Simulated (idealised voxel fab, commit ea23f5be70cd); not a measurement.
You're looking at the process module voxel self aligned vias.
Cross-section cut spans 190 nm and uses square cells 5 nm in size.
Cross-sections here: square-cell grids, written as top-down lists of bands, a band being one or more rows of cells. First you get the band's top height and its bottom height, in nm, and then the materials it's made of, left to right, with each width in nm. If you see a single material with "all across", that one covers the band edge to edge. "blank" is empty space. For the purposes of this specification, 0 denotes the height below which the wafer in its as-received condition is composed wholly of one material, and the lowermost band, lacking a lower limit, extends downward without end, as expressed in "0 -> down". A width such as "30..40" changes by the same amount from each row of cells to the next, from the band's top row to its bottom row. Step note "no change occurred" = no cross-section cell changed. Reported under the label "closed voids" are the empty spaces having no open way to the top and comprising 8 cells or more; the notation for each is width x height at distance, in which the distance is measured from the left edge and all three values are in nm. It should be noted that, on the line of a given step, the content following the step's settings is a remark produced by the simulator itself with respect to that step. You can add "overlay nm" to a step's line. For a step with a mask, it describes how far the mask lay to the right of its planned position, and a negative number describes a lay to the left.
LIST OF PLANNED PROCESS STEPS
step 1: op RECEIVE | material Si
step 2: op CONFORMAL_DEP | material SiO2 | thk nm 10
step 3: op CONFORMAL_DEP | material SiCN | thk nm 5
step 4: op DIRECTIONAL_DEP | material lowk | thk nm 20
step 5: op PATTERN | tone open | mask id LINES | material resist | width nm 20 | pitch nm 55 | thk nm 20 | overlay nm 0
step 6: op DIRECTIONAL_ETCH | etch materials lowk | depth nm 20
step 7: op STRIP | etch materials resist
step 8: op CONFORMAL_DEP | material TiN | thk nm 5
step 9: op FILL_DEP | material W | thk nm 10
step 10: op CMP | height nm 35
step 11: op SELECTIVE_ETCH | etch materials W Ru TiN | depth nm 10
step 12: op FILL_DEP | material SiN | thk nm 10
step 13: op CMP | height nm 35
step 14: op DIRECTIONAL_DEP | material lowk | thk nm 15
step 15: op DIRECTIONAL_DEP | material aC | thk nm 15
step 16: op PATTERN | tone open | mask id VIAS | material resist | width nm 30 | pitch nm 55 | thk nm 30 | overlay nm 0
step 17: op DIRECTIONAL_ETCH | etch materials aC | depth nm 15
step 18: op STRIP | etch materials resist
step 19: op DIRECTIONAL_ETCH | etch materials lowk | depth nm 15
step 20: op DIRECTIONAL_ETCH | etch materials SiN | depth nm 10
step 21: op STRIP | etch materials aC
step 22: op CONFORMAL_DEP | material TiN | thk nm 5
step 23: op FILL_DEP | material W | thk nm 10
step 24: op CMP | height nm 50
step 25: op CONFORMAL_DEP | material SiCN | thk nm 5
THE FIRST OF THE TWO WAFERS, WHICH RAN AS PLANNED
AS-RECEIVED WAFER CROSS-SECTION (AFTER STEP 1)
* 0 -> down | Si all across
* closed voids: none
AFTER STEP 2, IN CROSS-SECTION
* 10 -> 0 | SiO2 all across
* Below 0, no change.
AFTER STEP 3, IN CROSS-SECTION
* 15 -> 10 | SiCN all across
* Below 10, no change.
AFTER STEP 4, IN CROSS-SECTION
* 35 -> 15 | lowk all across
* Below 15, no change.
AFTER STEP 5, IN CROSS-SECTION
* 55 -> 35 | resist (30) | blank (20) | resist (35) | blank (20) | resist (35) | blank (20) | resist (30)
* Below 35, no change.
AFTER STEP 6, IN CROSS-SECTION
* 55 -> 35 | resist (30) | blank (20) | resist (35) | blank (20) | resist (35) | blank (20) | resist (30)
* 35 -> 15 | lowk (30) | blank (20) | lowk (35) | blank (20) | lowk (35) | blank (20) | lowk (30)
* Below 15, no change.
AFTER STEP 7, IN CROSS-SECTION
* 35 -> 15 | lowk (30) | blank (20) | lowk (35) | blank (20) | lowk (35) | blank (20) | lowk (30)
* Below 15, no change.
AFTER STEP 8, IN CROSS-SECTION
* 40 -> 35 | TiN (35) | blank (10) | TiN (45) | blank (10) | TiN (45) | blank (10) | TiN (35)
* 35 -> 20 | lowk (30) | TiN (5) | blank (10) | TiN (5) | lowk (35) | TiN (5) | blank (10) | TiN (5) | lowk (35) | TiN (5) | blank (10) | TiN (5) | lowk (30)
* 20 -> 15 | lowk (30) | TiN (20) | lowk (35) | TiN (20) | lowk (35) | TiN (20) | lowk (30)
* Below 15, no change.
AFTER STEP 9, IN CROSS-SECTION
* 50 -> 40 | W all across
* 40 -> 35 | TiN (35) | W (10) | TiN (45) | W (10) | TiN (45) | W (10) | TiN (35)
* 35 -> 20 | lowk (30) | TiN (5) | W (10) | TiN (5) | lowk (35) | TiN (5) | W (10) | TiN (5) | lowk (35) | TiN (5) | W (10) | TiN (5) | lowk (30)
* Below 20, no change.
AFTER STEP 10, IN CROSS-SECTION
* 35 -> 20 | lowk (30) | TiN (5) | W (10) | TiN (5) | lowk (35) | TiN (5) | W (10) | TiN (5) | lowk (35) | TiN (5) | W (10) | TiN (5) | lowk (30)
* Below 20, no change.
AFTER STEP 11, IN CROSS-SECTION
* 35 -> 25 | lowk (30) | blank (20) | lowk (35) | blank (20) | lowk (35) | blank (20) | lowk (30)
* Below 25, no change.
AFTER STEP 12, IN CROSS-SECTION
* 45 -> 35 | SiN all across
* 35 -> 25 | lowk (30) | SiN (20) | lowk (35) | SiN (20) | lowk (35) | SiN (20) | lowk (30)
* Below 25, no change.
AFTER STEP 13, IN CROSS-SECTION
* 35 -> 25 | lowk (30) | SiN (20) | lowk (35) | SiN (20) | lowk (35) | SiN (20) | lowk (30)
* Below 25, no change.
AFTER STEP 14, IN CROSS-SECTION
* 50 -> 35 | lowk all across
* Below 35, no change.
AFTER STEP 15, IN CROSS-SECTION
* 65 -> 50 | aC all across
* Below 50, no change.
AFTER STEP 16, IN CROSS-SECTION
* 95 -> 65 | resist (25) | blank (30) | resist (25) | blank (30) | resist (25) | blank (30) | resist (25)
* Below 65, no change.
AFTER STEP 17, IN CROSS-SECTION
* 80 -> 65 | resist (25) | blank (30) | resist (25) | blank (30) | resist (25) | blank (30) | resist (25)
* 65 -> 50 | aC (25) | blank (30) | aC (25) | blank (30) | aC (25) | blank (30) | aC (25)
* Below 50, no change.
AFTER STEP 18, IN CROSS-SECTION
* 65 -> 50 | aC (25) | blank (30) | aC (25) | blank (30) | aC (25) | blank (30) | aC (25)
* Below 50, no change.
AFTER STEP 19, IN CROSS-SECTION
* 65 -> 50 | aC (25) | blank (30) | aC (25) | blank (30) | aC (25) | blank (30) | aC (25)
* 50 -> 35 | lowk (25) | blank (30) | lowk (25) | blank (30) | lowk (25) | blank (30) | lowk (25)
* Below 35, no change.
AFTER STEP 20, IN CROSS-SECTION
* 65 -> 50 | aC (25) | blank (30) | aC (25) | blank (30) | aC (25) | blank (30) | aC (25)
* 50 -> 35 | lowk (25) | blank (30) | lowk (25) | blank (30) | lowk (25) | blank (30) | lowk (25)
* 35 -> 25 | lowk (30) | blank (20) | lowk (35) | blank (20) | lowk (35) | blank (20) | lowk (30)
* Below 25, no change.
AFTER STEP 21, IN CROSS-SECTION
* 50 -> 35 | lowk (25) | blank (30) | lowk (25) | blank (30) | lowk (25) | blank (30) | lowk (25)
* Below 35, no change.
AFTER STEP 22, IN CROSS-SECTION
* 55 -> 50 | TiN (30) | blank (20) | TiN (35) | blank (20) | TiN (35) | blank (20) | TiN (30)
* 50 -> 40 | lowk (25) | TiN (5) | blank (20) | TiN (5) | lowk (25) | TiN (5) | blank (20) | TiN (5) | lowk (25) | TiN (5) | blank (20) | TiN (5) | lowk (25)
* 40 -> 30 | lowk (25..30) | TiN (10..5) | blank (10) | TiN (10..5) | lowk (25..35) | TiN (10..5) | blank (10) | TiN (10..5) | lowk (25..35) | TiN (10..5) | blank (10) | TiN (10..5) | lowk (25..30)
* 30 -> 25 | lowk (30) | TiN (20) | lowk (35) | TiN (20) | lowk (35) | TiN (20) | lowk (30)
* Below 25, no change.
AFTER STEP 23, IN CROSS-SECTION
* 65 -> 55 | W all across
* 55 -> 50 | TiN (30) | W (20) | TiN (35) | W (20) | TiN (35) | W (20) | TiN (30)
* 50 -> 40 | lowk (25) | TiN (5) | W (20) | TiN (5) | lowk (25) | TiN (5) | W (20) | TiN (5) | lowk (25) | TiN (5) | W (20) | TiN (5) | lowk (25)
* 40 -> 30 | lowk (25..30) | TiN (10..5) | W (10) | TiN (10..5) | lowk (25..35) | TiN (10..5) | W (10) | TiN (10..5) | lowk (25..35) | TiN (10..5) | W (10) | TiN (10..5) | lowk (25..30)
* Below 30, no change.
AFTER STEP 24, IN CROSS-SECTION
* 50 -> 40 | lowk (25) | TiN (5) | W (20) | TiN (5) | lowk (25) | TiN (5) | W (20) | TiN (5) | lowk (25) | TiN (5) | W (20) | TiN (5) | lowk (25)
* Below 40, no change.
AFTER STEP 25, IN CROSS-SECTION
* 55 -> 50 | SiCN all across
* Below 50, no change.
SECOND WAFER - SHARED START AND PLAN WITH THE FIRST - ONE ERROR IN RUNNING - SAME AS THE FIRST UP TO STEP 1 INCLUSIVE
Here is the second wafer in cross-section at the point where step 2 of the plan should have been done: no change occurred
HERE IS THE SECOND WAFER IN CROSS-SECTION AT THE POINT WHERE STEP 3 OF THE PLAN SHOULD HAVE BEEN DONE
* 5 -> 0 | SiCN all across
* Below 0, no change.
HERE IS THE SECOND WAFER IN CROSS-SECTION AT THE POINT WHERE STEP 4 OF THE PLAN SHOULD HAVE BEEN DONE
* 25 -> 5 | lowk all across
* Below 5, no change.
HERE IS THE SECOND WAFER IN CROSS-SECTION AT THE POINT WHERE STEP 5 OF THE PLAN SHOULD HAVE BEEN DONE
* 45 -> 25 | resist (30) | blank (20) | resist (35) | blank (20) | resist (35) | blank (20) | resist (30)
* Below 25, no change.
HERE IS THE SECOND WAFER IN CROSS-SECTION AT THE POINT WHERE STEP 6 OF THE PLAN SHOULD HAVE BEEN DONE
* 45 -> 25 | resist (30) | blank (20) | resist (35) | blank (20) | resist (35) | blank (20) | resist (30)
* 25 -> 5 | lowk (30) | blank (20) | lowk (35) | blank (20) | lowk (35) | blank (20) | lowk (30)
* Below 5, no change.
HERE IS THE SECOND WAFER IN CROSS-SECTION AT THE POINT WHERE STEP 7 OF THE PLAN SHOULD HAVE BEEN DONE
* 25 -> 5 | lowk (30) | blank (20) | lowk (35) | blank (20) | lowk (35) | blank (20) | lowk (30)
* Below 5, no change.
HERE IS THE SECOND WAFER IN CROSS-SECTION AT THE POINT WHERE STEP 8 OF THE PLAN SHOULD HAVE BEEN DONE
* 30 -> 25 | TiN (35) | blank (10) | TiN (45) | blank (10) | TiN (45) | blank (10) | TiN (35)
* 25 -> 10 | lowk (30) | TiN (5) | blank (10) | TiN (5) | lowk (35) | TiN (5) | blank (10) | TiN (5) | lowk (35) | TiN (5) | blank (10) | TiN (5) | lowk (30)
* 10 -> 5 | lowk (30) | TiN (20) | lowk (35) | TiN (20) | lowk (35) | TiN (20) | lowk (30)
* Below 5, no change.
HERE IS THE SECOND WAFER IN CROSS-SECTION AT THE POINT WHERE STEP 9 OF THE PLAN SHOULD HAVE BEEN DONE
* 40 -> 30 | W all across
* 30 -> 25 | TiN (35) | W (10) | TiN (45) | W (10) | TiN (45) | W (10) | TiN (35)
* 25 -> 10 | lowk (30) | TiN (5) | W (10) | TiN (5) | lowk (35) | TiN (5) | W (10) | TiN (5) | lowk (35) | TiN (5) | W (10) | TiN (5) | lowk (30)
* Below 10, no change.
HERE IS THE SECOND WAFER IN CROSS-SECTION AT THE POINT WHERE STEP 10 OF THE PLAN SHOULD HAVE BEEN DONE
* 35 -> 30 | W all across
* Below 30, no change.
HERE IS THE SECOND WAFER IN CROSS-SECTION AT THE POINT WHERE STEP 11 OF THE PLAN SHOULD HAVE BEEN DONE
* 25 -> 10 | lowk (30) | TiN (5) | W (10) | TiN (5) | lowk (35) | TiN (5) | W (10) | TiN (5) | lowk (35) | TiN (5) | W (10) | TiN (5) | lowk (30)
* Below 10, no change.
HERE IS THE SECOND WAFER IN CROSS-SECTION AT THE POINT WHERE STEP 12 OF THE PLAN SHOULD HAVE BEEN DONE
* 35 -> 25 | SiN all across
* Below 25, no change.
Here is the second wafer in cross-section at the point where step 13 of the plan should have been done: no change occurred
HERE IS THE SECOND WAFER IN CROSS-SECTION AT THE POINT WHERE STEP 14 OF THE PLAN SHOULD HAVE BEEN DONE
* 50 -> 35 | lowk all across
* Below 35, no change.
HERE IS THE SECOND WAFER IN CROSS-SECTION AT THE POINT WHERE STEP 15 OF THE PLAN SHOULD HAVE BEEN DONE
* 65 -> 50 | aC all across
* Below 50, no change.
HERE IS THE SECOND WAFER IN CROSS-SECTION AT THE POINT WHERE STEP 16 OF THE PLAN SHOULD HAVE BEEN DONE
* 95 -> 65 | resist (25) | blank (30) | resist (25) | blank (30) | resist (25) | blank (30) | resist (25)
* Below 65, no change.
HERE IS THE SECOND WAFER IN CROSS-SECTION AT THE POINT WHERE STEP 17 OF THE PLAN SHOULD HAVE BEEN DONE
* 80 -> 65 | resist (25) | blank (30) | resist (25) | blank (30) | resist (25) | blank (30) | resist (25)
* 65 -> 50 | aC (25) | blank (30) | aC (25) | blank (30) | aC (25) | blank (30) | aC (25)
* Below 50, no change.
HERE IS THE SECOND WAFER IN CROSS-SECTION AT THE POINT WHERE STEP 18 OF THE PLAN SHOULD HAVE BEEN DONE
* 65 -> 50 | aC (25) | blank (30) | aC (25) | blank (30) | aC (25) | blank (30) | aC (25)
* Below 50, no change.
HERE IS THE SECOND WAFER IN CROSS-SECTION AT THE POINT WHERE STEP 19 OF THE PLAN SHOULD HAVE BEEN DONE
* 65 -> 50 | aC (25) | blank (30) | aC (25) | blank (30) | aC (25) | blank (30) | aC (25)
* 50 -> 35 | lowk (25) | blank (30) | lowk (25) | blank (30) | lowk (25) | blank (30) | lowk (25)
* Below 35, no change.
HERE IS THE SECOND WAFER IN CROSS-SECTION AT THE POINT WHERE STEP 20 OF THE PLAN SHOULD HAVE BEEN DONE
* 65 -> 50 | aC (25) | blank (30) | aC (25) | blank (30) | aC (25) | blank (30) | aC (25)
* 50 -> 35 | lowk (25) | blank (30) | lowk (25) | blank (30) | lowk (25) | blank (30) | lowk (25)
* 35 -> 25 | SiN (25) | blank (30) | SiN (25) | blank (30) | SiN (25) | blank (30) | SiN (25)
* Below 25, no change.
HERE IS THE SECOND WAFER IN CROSS-SECTION AT THE POINT WHERE STEP 21 OF THE PLAN SHOULD HAVE BEEN DONE
* 50 -> 35 | lowk (25) | blank (30) | lowk (25) | blank (30) | lowk (25) | blank (30) | lowk (25)
* Below 35, no change.
HERE IS THE SECOND WAFER IN CROSS-SECTION AT THE POINT WHERE STEP 22 OF THE PLAN SHOULD HAVE BEEN DONE
* 55 -> 50 | TiN (30) | blank (20) | TiN (35) | blank (20) | TiN (35) | blank (20) | TiN (30)
* 50 -> 35 | lowk (25) | TiN (5) | blank (20) | TiN (5) | lowk (25) | TiN (5) | blank (20) | TiN (5) | lowk (25) | TiN (5) | blank (20) | TiN (5) | lowk (25)
* 35 -> 30 | SiN (25) | TiN (5) | blank (20) | TiN (5) | SiN (25) | TiN (5) | blank (20) | TiN (5) | SiN (25) | TiN (5) | blank (20) | TiN (5) | SiN (25)
* 30 -> 25 | SiN (25) | TiN (30) | SiN (25) | TiN (30) | SiN (25) | TiN (30) | SiN (25)
* Below 25, no change.
HERE IS THE SECOND WAFER IN CROSS-SECTION AT THE POINT WHERE STEP 23 OF THE PLAN SHOULD HAVE BEEN DONE
* 65 -> 55 | W all across
* 55 -> 50 | TiN (30) | W (20) | TiN (35) | W (20) | TiN (35) | W (20) | TiN (30)
* 50 -> 35 | lowk (25) | TiN (5) | W (20) | TiN (5) | lowk (25) | TiN (5) | W (20) | TiN (5) | lowk (25) | TiN (5) | W (20) | TiN (5) | lowk (25)
* 35 -> 30 | SiN (25) | TiN (5) | W (20) | TiN (5) | SiN (25) | TiN (5) | W (20) | TiN (5) | SiN (25) | TiN (5) | W (20) | TiN (5) | SiN (25)
* Below 30, no change.
HERE IS THE SECOND WAFER IN CROSS-SECTION AT THE POINT WHERE STEP 24 OF THE PLAN SHOULD HAVE BEEN DONE
* 50 -> 35 | lowk (25) | TiN (5) | W (20) | TiN (5) | lowk (25) | TiN (5) | W (20) | TiN (5) | lowk (25) | TiN (5) | W (20) | TiN (5) | lowk (25)
* Below 35, no change.
HERE IS THE SECOND WAFER IN CROSS-SECTION AT THE POINT WHERE STEP 25 OF THE PLAN SHOULD HAVE BEEN DONE
* 55 -> 50 | SiCN all across
* Below 50, no change.
Here's what went sideways: the plan's step 2 went unexecuted, having been skipped
End of process, cell counts, second wafer against first, materials with more or fewer: +40 SiN; -76 SiO2; +12 TiN; +24 W
